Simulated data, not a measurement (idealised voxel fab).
process module | voxel released beams
cross-section cut | 230 nm wide | cells 5 nm
A cross-section is a grid of square cells, given in bands from the top down. A band is one or more rows of cells.
Each band's line starts with the height of the band's top and of its bottom, in nm. Then come its materials from left to right, each with its width in nm. One material with "throughout" fills the band from edge to edge. "air" is empty space.
Height 0 is the level under which the wafer as received is all one material. The lowest band goes on downwards, as in "0 down".
A width such as "30 to 40" changes by the same amount from each row of cells to the next, from the band's top row to its bottom row.
"no change" after a step means that no cell of the cross-section changed.
closed voids: empty space of 8 cells or more with no open way to the top, each as width x height at its distance from the left edge, in nm
after a step's settings: what the simulator itself notes on the step
overlay nm, on a step with a mask: how far to the right of its planned place the mask lay; to the left if negative
plan
1 op RECEIVE | material Si
2 op CONFORMAL_DEP | material SiN | thk nm 5
3 op DIRECTIONAL_DEP | material SiO2 | thk nm 20
4 op DIRECTIONAL_DEP | material aC | thk nm 10
5 op PATTERN | tone open | mask id ANCHOR | material resist | width nm 25 | thk nm 30 | overlay nm 0
6 op DIRECTIONAL_ETCH | etch materials aC | depth nm 10
7 op STRIP | etch materials resist
8 op DIRECTIONAL_ETCH | etch materials SiO2 | depth nm 20
9 op STRIP | etch materials aC
10 op CONFORMAL_DEP | material polySi | thk nm 10
11 op DIRECTIONAL_DEP | material aC | thk nm 15
12 op PATTERN | tone cover | mask id BEAM | material resist | width nm 110 | thk nm 30 | overlay nm 0
13 op DIRECTIONAL_ETCH | etch materials aC | depth nm 15
14 op STRIP | etch materials resist
15 op DIRECTIONAL_ETCH | etch materials polySi | depth nm 10
16 op STRIP | etch materials aC
17 op STRIP | etch materials SiO2
as received, after step 1
  0 down: Si throughout
  closed voids: none
a wafer at the end: this start, this plan, one mistake
  35 to 25: air 55 | polySi 40 | air 135
  25 to 15: air 50 | polySi 10 | SiO2 25 | polySi 10 | air 135
  15 to 5: air 50 | polySi 10 | SiO2 25 | polySi 80 | air 65
  5 to 0: SiN throughout
  0 down: Si throughout
  closed voids: none
what went wrong: step 5 ran as: op PATTERN | tone cover | mask id ANCHOR | material resist | width nm 25 | thk nm 30 | overlay nm 0
